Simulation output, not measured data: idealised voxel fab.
process module | voxel ribs on slabs
Section cut is 150 nm wide and gridded with 5 nm square cells.
Cross-section = grid of square cells, listed top down in bands; band = one or more rows.
What a band's entry tells you: where the top is and where the bottom is, as heights in nm, and after that what lies inside, material by material from left to right, each with its width in nm. Empty space is written as the word "empty", and a single material marked with the word "edge to edge" occupies the band from edge to edge.
Heads up on the height convention: 0 is the point under which the incoming wafer is all one material, and the lowest band has no bottom, it just keeps going down, like "0 nm and below".
The width entry "30..40" should be interpreted row by row: the top row of cells in the band takes the first number, the bottom row takes the second number, and the change between adjacent rows is uniform throughout.
Step note "no change" = no cross-section cell changed.
Any empty space of 8 cells or more lacking an open way to the top shows up in "Sealed void listing" as width x height at distance, distance from the left edge, in nm.
Read whatever lies past the settings on a step's line as the simulator's own remark about the step.
Regarding "overlay nm": on a step with a mask, it is the distance the mask lay to the right of its planned place; a negative value places it to the left.
The steps planned for the process are as follows
| 1 | RECEIVE | material Si |
| 2 | DIRECTIONAL_DEP | material SiO2 | thk nm 20 |
| 3 | DIRECTIONAL_DEP | material polySi | thk nm 25 |
| 4 | MASKED_ETCH | tone cover | mask id RIB | width nm 20 | etch materials polySi | depth nm 15 | overlay nm 0 |
| 5 | DIRECTIONAL_DEP | material aC | thk nm 15 |
| 6 | PATTERN | tone cover | mask id SLAB | material resist | width nm 50 | thk nm 30 | overlay nm 0 |
| 7 | DIRECTIONAL_ETCH | etch materials aC | depth nm 15 |
| 8 | STRIP | etch materials resist |
| 9 | DIRECTIONAL_ETCH | etch materials polySi | depth nm 10 |
| 10 | STRIP | etch materials aC |
| 11 | FILL_DEP | material SiO2 | thk nm 15 |
| 12 | CMP | height nm 55 |
| 13 | DIRECTIONAL_DEP | material W | thk nm 5 |
| 14 | DIRECTIONAL_DEP | material aC | thk nm 15 |
| 15 | PATTERN | tone cover | mask id HEATER | material resist | width nm 30 | thk nm 30 | overlay nm 0 |
| 16 | DIRECTIONAL_ETCH | etch materials aC | depth nm 15 |
| 17 | STRIP | etch materials resist |
| 18 | DIRECTIONAL_ETCH | etch materials W | depth nm 5 |
| 19 | STRIP | etch materials aC |
| 20 | CONFORMAL_DEP | material SiO2 | thk nm 10 |
Here's what the wafer looked like in cross-section when it arrived - that's after step 1
> 0 nm and below | Si edge to edge
> Sealed void listing: none
Looking at the first of two wafers in cross-section at end of module - ran to plan
> 70 nm to 65 nm | 50 nm empty; 50 nm SiO2; 50 nm empty
> 65 nm to 60 nm | SiO2 edge to edge
> 60 nm to 55 nm | 60 nm SiO2; 30 nm W; 60 nm SiO2
> 55 nm to 45 nm | SiO2 edge to edge
> 45 nm to 30 nm | 65 nm SiO2; 20 nm polySi; 65 nm SiO2
> 30 nm to 20 nm | 50 nm SiO2; 50 nm polySi; 50 nm SiO2
> 20 nm to 0 nm | SiO2 edge to edge
> 0 nm and below | Si edge to edge
> Sealed void listing: none
Cross-section at end of module for the second wafer of two, which matched the first in starting point and plan and differed by one mistake in its processing
> 75 nm to 70 nm | 45 nm empty; 60 nm SiO2; 45 nm empty
> 70 nm to 60 nm | SiO2 edge to edge
> 60 nm to 55 nm | 60 nm SiO2; 30 nm W; 60 nm SiO2
> 55 nm to 45 nm | SiO2 edge to edge
> 45 nm to 30 nm | 65 nm SiO2; 20 nm polySi; 65 nm SiO2
> 30 nm to 20 nm | 50 nm SiO2; 50 nm polySi; 50 nm SiO2
> 20 nm to 0 nm | SiO2 edge to edge
> 0 nm and below | Si edge to edge
> Sealed void listing: none
Deviation noted in wafer processing: not per plan at step 20, really ran CONFORMAL_DEP | material SiO2 | thk nm 15
End check, counted in cells, second wafer has more or fewer of these materials than the first: SiO2 +32
